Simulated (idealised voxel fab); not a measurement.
process module | voxel fin reveal
cross-section cut | 270 nm wide | cells 5 nm
A cross-section is a grid of square cells, given in bands from the top down. A band is one or more rows of cells.
Each band's line starts with the height of the band's top and of its bottom, in nm. Then come its materials from left to right, each with its width in nm. One material with "throughout" fills the band from edge to edge. "air" is empty space.
Height 0 is the level under which the wafer as received is all one material. The lowest band goes on downwards, as in "0 down".
A width such as "30 to 40" changes by the same amount from each row of cells to the next, from the band's top row to its bottom row.
"no change" after a step means that no cell of the cross-section changed.
closed voids: empty space of 8 cells or more with no open way to the top, each as width x height at its distance from the left edge, in nm
after a step's settings: what the simulator itself notes on the step
overlay nm, on a step with a mask: how far to the right of its planned place the mask lay; to the left if negative
plan
1 op RECEIVE | material Si
2 op CONFORMAL_DEP | material SiN | thk nm 10
3 op MASKED_ETCH | tone cover | mask id FINS | width nm 15 | pitch nm 40 | etch materials SiN | depth nm 10 | overlay nm 0
4 op MASKED_ETCH | tone cover | mask id FINS | width nm 15 | pitch nm 40 | etch materials Si | depth nm 30 | overlay nm 0
5 op OXIDIZE | depth nm 5
6 op FILL_DEP | material SiO2 | thk nm 5
7 op CMP | height nm 10
8 op SELECTIVE_ETCH | etch materials SiO2 | depth nm 30
9 op STRIP | etch materials SiN
10 op CONFORMAL_DEP | material HfO2 | thk nm 5
first wafer, as planned
as received, after step 1
  0 down: Si throughout
  closed voids: none
after step 2
  10 to 0: SiN throughout
  below 0: unchanged
after step 3
  10 to 0: air 105 | SiN 15 | air 25 | SiN 15 | air 110
  below 0: unchanged
after step 4
  10 to 0: air 105 | SiN 15 | air 25 | SiN 15 | air 110
  0 to -30: air 105 | Si 15 | air 25 | Si 15 | air 110
  below -30: unchanged
after step 5
  10 to 0: air 105 | SiN 15 | air 25 | SiN 15 | air 110
  0 to -30: air 105 | SiO2 5 | Si 5 | SiO2 5 | air 25 | SiO2 5 | Si 5 | SiO2 5 | air 110
  -30 to -35: SiO2 110 | Si 5 | SiO2 35 | Si 5 | SiO2 115
  below -35: unchanged
after step 6
  15 to 10: SiO2 throughout
  10 to 0: SiO2 105 | SiN 15 | SiO2 25 | SiN 15 | SiO2 110
  0 to -35: SiO2 110 | Si 5 | SiO2 35 | Si 5 | SiO2 115
  below -35: unchanged
after step 7
  10 to 0: SiO2 105 | SiN 15 | SiO2 25 | SiN 15 | SiO2 110
  below 0: unchanged
after step 8
  10 to 0: air 105 | SiN 15 | air 25 | SiN 15 | air 110
  0 to -20: air 110 | Si 5 | air 35 | Si 5 | air 115
  below -20: unchanged
after step 9
  0 to -20: air 110 | Si 5 | air 35 | Si 5 | air 115
  below -20: unchanged
after step 10
  5 to 0: air 105 | HfO2 15 | air 25 | HfO2 15 | air 110
  0 to -15: air 105 | HfO2 5 | Si 5 | HfO2 5 | air 25 | HfO2 5 | Si 5 | HfO2 5 | air 110
  -15 to -20: HfO2 110 | Si 5 | HfO2 35 | Si 5 | HfO2 115
  below -20: unchanged
second wafer: like start, like plan, one mistake. Through step 2 it matches the first wafer
when step 3 should have ended
  10 to 0: air 100 | SiN 25 | air 15 | SiN 25 | air 105
  below 0: unchanged
when step 4 should have ended
  10 to 0: air 100 | SiN 25 | air 15 | SiN 25 | air 105
  0 to -30: air 100 | Si 25 | air 15 | Si 25 | air 105
  below -30: unchanged
when step 5 should have ended
  10 to 0: air 100 | SiN 25 | air 15 | SiN 25 | air 105
  0 to -30: air 100 | SiO2 5 | Si 15 | SiO2 5 | air 15 | SiO2 5 | Si 15 | SiO2 5 | air 105
  -30 to -35: SiO2 105 | Si 15 | SiO2 25 | Si 15 | SiO2 110
  below -35: unchanged
when step 6 should have ended
  15 to 10: SiO2 throughout
  10 to 0: SiO2 100 | SiN 25 | SiO2 15 | SiN 25 | SiO2 105
  0 to -35: SiO2 105 | Si 15 | SiO2 25 | Si 15 | SiO2 110
  below -35: unchanged
when step 7 should have ended
  10 to 0: SiO2 100 | SiN 25 | SiO2 15 | SiN 25 | SiO2 105
  below 0: unchanged
when step 8 should have ended
  10 to 0: air 100 | SiN 25 | air 15 | SiN 25 | air 105
  0 to -20: air 105 | Si 15 | air 25 | Si 15 | air 110
  below -20: unchanged
when step 9 should have ended
  0 to -20: air 105 | Si 15 | air 25 | Si 15 | air 110
  below -20: unchanged
when step 10 should have ended
  5 to 0: air 100 | HfO2 25 | air 15 | HfO2 25 | air 105
  0 to -15: air 100 | HfO2 5 | Si 15 | HfO2 5 | air 15 | HfO2 5 | Si 15 | HfO2 5 | air 105
  -15 to -20: HfO2 105 | Si 15 | HfO2 25 | Si 15 | HfO2 110
  below -20: unchanged
what went wrong: step 3 ran as: op MASKED_ETCH | tone cover | mask id FINS | width nm 25 | pitch nm 40 | etch materials SiN | depth nm 10 | overlay nm 0
at the end the second wafer has, in cells: 28 more of Si | 12 fewer of SiO2
